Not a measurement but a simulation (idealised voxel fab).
Proc. module: voxel double patterning
The cross-section shown here is cut; it is 235 nm wide and divided into square cells measuring 5 nm on a side.
Format of a cross-section: grid, square cells. Given as bands. Order: top down. Band: one or more rows of cells.
This entry defines a band. It first specifies the height of the band's top and the height of its bottom in nm, and then specifies the band's materials from left to right, stating each material with its width in nm. The word "throughout" identifies a single material that fills the band from edge to edge, while the word "empty" identifies empty space.
Zero point of the height axis is 0; under it, received wafer = one material. Lowest band: continues down indefinitely, "0 nm and below".
You'd read "30->40" like this: the band's top row of cells is as wide as the first number, its bottom row is as wide as the second, and going down, every row changes width by the same amount as the row before did.
Given "nothing got changed" for a step, no cell of the cross-section differs between before and after that step.
Under "Sealed void list" you'll find the enclosed gaps, the ones with no way out to the top, that are 8 cells or bigger; each reads width x height at distance, with distance counted from the left edge, everything in nm.
That trailing text on a step's line, after the settings, is the simulator's own remark on the step.
overlay nm: mask offset rightward from planned place, masked step; negative means leftward offset.
Set out below are the planned steps of the process:
- 1: RECEIVE, material Si
- 2: CONFORMAL_DEP, material SiO2, thk nm 10
- 3: DIRECTIONAL_DEP, material W, thk nm 15
- 4: DIRECTIONAL_DEP, material SiN, thk nm 10
- 5: DIRECTIONAL_DEP, material aC, thk nm 15
- 6: PATTERN, tone open, mask id FIRST, material resist, width nm 15, pitch nm 50, thk nm 35, overlay nm 0
- 7: DIRECTIONAL_ETCH, etch materials aC, depth nm 15
- 8: STRIP, etch materials resist
- 9: DIRECTIONAL_ETCH, etch materials SiN, depth nm 10
- 10: STRIP, etch materials aC
- 11: PATTERN, tone open, mask id SECOND, material resist, width nm 15, pitch nm 50, thk nm 15, overlay nm 0
- 12: DIRECTIONAL_ETCH, etch materials SiN, depth nm 10
- 13: STRIP, etch materials resist
- 14: DIRECTIONAL_ETCH, etch materials W, depth nm 15
- 15: STRIP, etch materials SiN
First wafer, two in total, run as planned:
Cross-section of the incoming wafer, state after step 1:
  0 nm and below = Si throughout
  Sealed void list: none
Cross-section of the wafer after step 2:
  10 nm to 0 nm = SiO2 throughout
  All layers under 0 are left as they were.
Cross-section of the wafer after step 3:
  25 nm to 10 nm = W throughout
  All layers under 10 are left as they were.
Cross-section of the wafer after step 4:
  35 nm to 25 nm = SiN throughout
  All layers under 25 are left as they were.
Cross-section of the wafer after step 5:
  50 nm to 35 nm = aC throughout
  All layers under 35 are left as they were.
Cross-section of the wafer after step 6:
  85 nm to 50 nm = resist (60)  empty (15)  resist (35)  empty (15)  resist (35)  empty (15)  resist (60)
  All layers under 50 are left as they were.
Cross-section of the wafer after step 7:
  70 nm to 50 nm = resist (60)  empty (15)  resist (35)  empty (15)  resist (35)  empty (15)  resist (60)
  50 nm to 35 nm = aC (60)  empty (15)  aC (35)  empty (15)  aC (35)  empty (15)  aC (60)
  All layers under 35 are left as they were.
Cross-section of the wafer after step 8:
  50 nm to 35 nm = aC (60)  empty (15)  aC (35)  empty (15)  aC (35)  empty (15)  aC (60)
  All layers under 35 are left as they were.
Cross-section of the wafer after step 9:
  50 nm to 35 nm = aC (60)  empty (15)  aC (35)  empty (15)  aC (35)  empty (15)  aC (60)
  35 nm to 25 nm = SiN (60)  empty (15)  SiN (35)  empty (15)  SiN (35)  empty (15)  SiN (60)
  All layers under 25 are left as they were.
Cross-section of the wafer after step 10:
  35 nm to 25 nm = SiN (60)  empty (15)  SiN (35)  empty (15)  SiN (35)  empty (15)  SiN (60)
  All layers under 25 are left as they were.
Cross-section of the wafer after step 11:
  50 nm to 35 nm = resist (85)  empty (15)  resist (35)  empty (15)  resist (85)
  35 nm to 25 nm = SiN (60)  resist (15)  SiN (35)  resist (15)  SiN (35)  resist (15)  SiN (60)
  All layers under 25 are left as they were.
Cross-section of the wafer after step 12:
  50 nm to 35 nm = resist (85)  empty (15)  resist (35)  empty (15)  resist (85)
  35 nm to 25 nm = SiN (60)  resist (15)  SiN (10)  empty (15)  SiN (10)  resist (15)  SiN (10)  empty (15)  SiN (10)  resist (15)  SiN (60)
  All layers under 25 are left as they were.
Cross-section of the wafer after step 13:
  35 nm to 25 nm = SiN (60)  empty (15)  SiN (10)  empty (15)  SiN (10)  empty (15)  SiN (10)  empty (15)  SiN (10)  empty (15)  SiN (60)
  All layers under 25 are left as they were.
Cross-section of the wafer after step 14:
  35 nm to 25 nm = SiN (60)  empty (15)  SiN (10)  empty (15)  SiN (10)  empty (15)  SiN (10)  empty (15)  SiN (10)  empty (15)  SiN (60)
  25 nm to 10 nm = W (60)  empty (15)  W (10)  empty (15)  W (10)  empty (15)  W (10)  empty (15)  W (10)  empty (15)  W (60)
  All layers under 10 are left as they were.
Cross-section of the wafer after step 15:
  25 nm to 10 nm = W (60)  empty (15)  W (10)  empty (15)  W (10)  empty (15)  W (10)  empty (15)  W (10)  empty (15)  W (60)
  All layers under 10 are left as they were.
The second wafer was prepared from the same starting point and under the same plan as the first; its processing contained one mistake, and it remains indistinguishable from the first wafer up to and including step 3:
Second wafer profile in section, at the moment step 4 of the plan was meant to be complete:
  35 nm to 25 nm = SiO2 throughout
  All layers under 25 are left as they were.
Second wafer profile in section, at the moment step 5 of the plan was meant to be complete:
  50 nm to 35 nm = aC throughout
  All layers under 35 are left as they were.
Second wafer profile in section, at the moment step 6 of the plan was meant to be complete:
  85 nm to 50 nm = resist (60)  empty (15)  resist (35)  empty (15)  resist (35)  empty (15)  resist (60)
  All layers under 50 are left as they were.
Second wafer profile in section, at the moment step 7 of the plan was meant to be complete:
  70 nm to 50 nm = resist (60)  empty (15)  resist (35)  empty (15)  resist (35)  empty (15)  resist (60)
  50 nm to 35 nm = aC (60)  empty (15)  aC (35)  empty (15)  aC (35)  empty (15)  aC (60)
  All layers under 35 are left as they were.
Second wafer profile in section, at the moment step 8 of the plan was meant to be complete:
  50 nm to 35 nm = aC (60)  empty (15)  aC (35)  empty (15)  aC (35)  empty (15)  aC (60)
  All layers under 35 are left as they were.
Second wafer profile in section, at the moment step 9 of the plan was meant to be complete: nothing got changed
Second wafer profile in section, at the moment step 10 of the plan was meant to be complete:
  35 nm to 25 nm = SiO2 throughout
  All layers under 25 are left as they were.
Second wafer profile in section, at the moment step 11 of the plan was meant to be complete:
  50 nm to 35 nm = resist (85)  empty (15)  resist (35)  empty (15)  resist (85)
  All layers under 35 are left as they were.
Second wafer profile in section, at the moment step 12 of the plan was meant to be complete: nothing got changed
Second wafer profile in section, at the moment step 13 of the plan was meant to be complete:
  35 nm to 25 nm = SiO2 throughout
  All layers under 25 are left as they were.
Second wafer profile in section, at the moment step 14 of the plan was meant to be complete: nothing got changed
Second wafer profile in section, at the moment step 15 of the plan was meant to be complete: nothing got changed
Run error: it should be noted that step 4 was executed with settings other than those planned, the operation and settings actually applied being DIRECTIONAL_DEP, material SiO2, thk nm 10
At the finish, the second wafer shows more or fewer cells for some materials than the first does: SiO2 +94; W +45
